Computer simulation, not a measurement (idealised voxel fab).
process module | voxel ribs on slabs
cross-section cut | 295 nm wide | cells 5 nm
A cross-section is a grid of square cells, given in bands from the top down. A band is one or more rows of cells.
Each band's line starts with the height of the band's top and of its bottom, in nm. Then come its materials from left to right, each with its width in nm. One material with "throughout" fills the band from edge to edge. "air" is empty space.
Height 0 is the level under which the wafer as received is all one material. The lowest band goes on downwards, as in "0 down".
A width such as "30 to 40" changes by the same amount from each row of cells to the next, from the band's top row to its bottom row.
"no change" after a step means that no cell of the cross-section changed.
closed voids: empty space of 8 cells or more with no open way to the top, each as width x height at its distance from the left edge, in nm
after a step's settings: what the simulator itself notes on the step
overlay nm, on a step with a mask: how far to the right of its planned place the mask lay; to the left if negative
plan
1 op RECEIVE | material Si
2 op DIRECTIONAL_DEP | material SiO2 | thk nm 20
3 op DIRECTIONAL_DEP | material SiN | thk nm 15
4 op PATTERN | tone cover | mask id RIB | material resist | width nm 25 | thk nm 15 | overlay nm 0
5 op DIRECTIONAL_ETCH | etch materials SiN | depth nm 10
6 op STRIP | etch materials resist
7 op PATTERN | tone cover | mask id SLAB | material resist | width nm 65 | thk nm 15 | overlay nm -15
8 op DIRECTIONAL_ETCH | etch materials SiN | depth nm 5
9 op STRIP | etch materials resist
10 op FILL_DEP | material SiO2 | thk nm 15
11 op CMP | height nm 45
12 op DIRECTIONAL_DEP | material TiN | thk nm 10
13 op MASKED_ETCH | tone cover | mask id HEATER | width nm 35 | etch materials TiN | depth nm 10 | overlay nm 0
14 op CONFORMAL_DEP | material SiN | thk nm 10
varied across the wafers: overlay nm of step 7. The plan shows the first wafer's value. All wafers start alike
first wafer as received, after step 1
  0 down: Si throughout
  closed voids: none
each wafer at the end: cells of each material gained (+) or lost (-) since it was received, then its closed voids
overlay nm -15 | +149 SiN | +508 SiO2 | +14 TiN | closed voids: none
overlay nm -10 | +149 SiN | +508 SiO2 | +14 TiN | closed voids: none
overlay nm -5 | +149 SiN | +508 SiO2 | +14 TiN | closed voids: none
overlay nm 0 | +149 SiN | +508 SiO2 | +14 TiN | closed voids: none
overlay nm 5 | +149 SiN | +508 SiO2 | +14 TiN | closed voids: none
overlay nm 10 | +149 SiN | +508 SiO2 | +14 TiN | closed voids: none
overlay nm 15 | +149 SiN | +508 SiO2 | +14 TiN | closed voids: none
